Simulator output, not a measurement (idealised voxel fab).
process module | voxel plated lines
cross-section cut | 260 nm wide | cells 5 nm
A cross-section is a grid of square cells, given in bands from the top down. A band is one or more rows of cells.
Each band's line starts with the height of the band's top and of its bottom, in nm. Then come its materials from left to right, each with its width in nm. One material with "throughout" fills the band from edge to edge. "air" is empty space.
Height 0 is the level under which the wafer as received is all one material. The lowest band goes on downwards, as in "0 down".
A width such as "30 to 40" changes by the same amount from each row of cells to the next, from the band's top row to its bottom row.
"no change" after a step means that no cell of the cross-section changed.
closed voids: empty space of 8 cells or more with no open way to the top, each as width x height at its distance from the left edge, in nm
after a step's settings: what the simulator itself notes on the step
overlay nm, on a step with a mask: how far to the right of its planned place the mask lay; to the left if negative
plan
1 op RECEIVE | material Si
2 op CONFORMAL_DEP | material SiO2 | thk nm 10
3 op DIRECTIONAL_DEP | material TiN | thk nm 5
4 op PATTERN | tone open | mask id LINES | material resist | width nm 20 | pitch nm 35 | thk nm 35 | overlay nm 0
5 op EPI | material Ru | thk nm 10
6 op EPI | material Ru | thk nm 5
7 op EPI | material Ru | thk nm 5
8 op STRIP | etch materials resist
9 op DIRECTIONAL_ETCH | etch materials TiN | depth nm 5
10 op CONFORMAL_DEP | material SiN | thk nm 5
as received, after step 1
  0 down: Si throughout
  closed voids: none
a wafer at the end: this start, this plan, one mistake
  30 to 25: air 80 | SiN 30 | air 5 | SiN 30 | air 5 | SiN 30 | air 80
  25 to 5: air 80 | SiN 5 | Ru 20 | SiN 5 | air 5 | SiN 5 | Ru 20 | SiN 5 | air 5 | SiN 5 | Ru 20 | SiN 5 | air 80
  5 to 0: SiN 85 | TiN 20 | SiN 15 | TiN 20 | SiN 15 | TiN 20 | SiN 85
  0 down: Si throughout
  closed voids: none
what went wrong: step 2 was left out
